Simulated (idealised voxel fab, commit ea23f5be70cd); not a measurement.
voxel gate over fins: a process module
FYI the section here is cut, 280 nm wide, cells are 5 nm squares.
Square cells in a grid make up a cross-section in this document, and the grid is given as bands, listed from the top down, each one or more rows of cells.
Heads up on the band format: heights come first, top then bottom, in nm. After that it's the materials left to right, each with its width in nm. A single material flagged "all across" fills the whole band edge to edge, and "air" means there's empty space there.
Height reference: 0 = level under which incoming wafer is all one material. Lowest band: no bottom, runs on downward, e.g. "z 0 and below".
It should be noted that a width expressed as "30..40" varies in equal increments from row to row of cells within the band, taking the value of the first number at the top row and that of the second number at the bottom row.
The cross-section has no changed cell in any step marked "no change occurred".
The entry "Closed void catalog" lists the empty spaces that cover at least 8 cells and have no open path to the top. Each is written as width x height at distance, where the distance is measured from the left edge and all three values are in nm.
Heads up: the bit after the settings on a step's line is the simulator's remark on that step.
The setting "overlay nm" may be written on the line of a step. When the step uses a mask, the value reports how far to the right of the planned place the mask lay, and a negative value reports that it lay to the left.
THE FOLLOWING LIST GIVES THE PLANNED PROCESS STEPS
| 1 | RECEIVE [material Si] |
| 2 | CONFORMAL_DEP [material SiN] [thk nm 10] |
| 3 | DIRECTIONAL_DEP [material aC] [thk nm 10] |
| 4 | PATTERN [tone cover] [mask id FINS] [material resist] [width nm 15] [pitch nm 60] [thk nm 25] [overlay nm 0] |
| 5 | DIRECTIONAL_ETCH [etch materials aC] [depth nm 10] |
| 6 | STRIP [etch materials resist] |
| 7 | DIRECTIONAL_ETCH [etch materials SiN] [depth nm 10] |
| 8 | DIRECTIONAL_ETCH [etch materials Si] [depth nm 30] |
| 9 | STRIP [etch materials aC] |
| 10 | OXIDIZE [depth nm 5] |
| 11 | FILL_DEP [material SiO2] [thk nm 5] |
| 12 | CMP [height nm 10] |
| 13 | PATTERN [tone open] [mask id RAIL] [material resist] [width nm 15] [thk nm 20] [overlay nm 0] |
| 14 | DIRECTIONAL_ETCH [etch materials SiO2] [depth nm 35] |
| 15 | STRIP [etch materials resist] |
| 16 | CONFORMAL_DEP [material TiN] [thk nm 5] |
| 17 | FILL_DEP [material W] [thk nm 10] |
| 18 | CMP [height nm 10] |
| 19 | SELECTIVE_ETCH [etch materials W Ru TiN] [depth nm 30] |
| 20 | FILL_DEP [material SiO2] [thk nm 5] |
| 21 | CMP [height nm 10] |
| 22 | SELECTIVE_ETCH [etch materials SiO2] [depth nm 25] |
| 23 | STRIP [etch materials SiN] |
| 24 | CONFORMAL_DEP [material HfO2] [thk nm 5] |
| 25 | CONFORMAL_DEP [material TiN] [thk nm 5] |
| 26 | FILL_DEP [material W] [thk nm 15] |
| 27 | CMP [height nm 20] |
| 28 | CONFORMAL_DEP [material SiCN] [thk nm 10] |
RECEIVED-STATE CROSS-SECTION, REFLECTING COMPLETION OF STEP 1
- z 0 and below: Si all across
- Closed void catalog: none
ONE MISTAKE IN RUNNING THE MODULE, OTHERWISE START AND PLAN AS ABOVE: CROSS-SECTION AT THE END
- z 30 to 20: SiCN all across
- z 20 to 10: W all across
- z 10 to 5: 65 W; 25 TiN; 35 W; 25 TiN; 35 W; 25 TiN; 70 W
- z 5 to 0: 65 W; 5 TiN; 15 HfO2; 5 TiN; 35 W; 5 TiN; 15 HfO2; 5 TiN; 35 W; 5 TiN; 15 HfO2; 5 TiN; 70 W
- z 0 to -5: 65 W; 5 TiN; 5 HfO2; 5 Si; 5 HfO2; 5 TiN; 35 W; 5 TiN; 5 HfO2; 5 Si; 5 HfO2; 5 TiN; 35 W; 5 TiN; 5 HfO2; 5 Si; 5 HfO2; 5 TiN; 70 W
- z -5 to -10: 70 TiN; 5 HfO2; 5 Si; 5 HfO2; 45 TiN; 5 HfO2; 5 Si; 5 HfO2; 45 TiN; 5 HfO2; 5 Si; 5 HfO2; 75 TiN
- z -10 to -15: 75 HfO2; 5 Si; 55 HfO2; 5 Si; 55 HfO2; 5 Si; 80 HfO2
- z -15 to -20: 75 SiO2; 5 Si; 55 SiO2; 5 Si; 55 SiO2; 5 Si; 80 SiO2
- z -20 to -25: 75 SiO2; 5 Si; 20 SiO2; 15 TiN; 20 SiO2; 5 Si; 55 SiO2; 5 Si; 80 SiO2
- z -25 to -65: 75 SiO2; 5 Si; 55 SiO2; 5 Si; 55 SiO2; 5 Si; 80 SiO2
- z -65 and below: Si all across
- Closed void catalog: none
Deviation noted in wafer processing: plan step 8 was twice executed
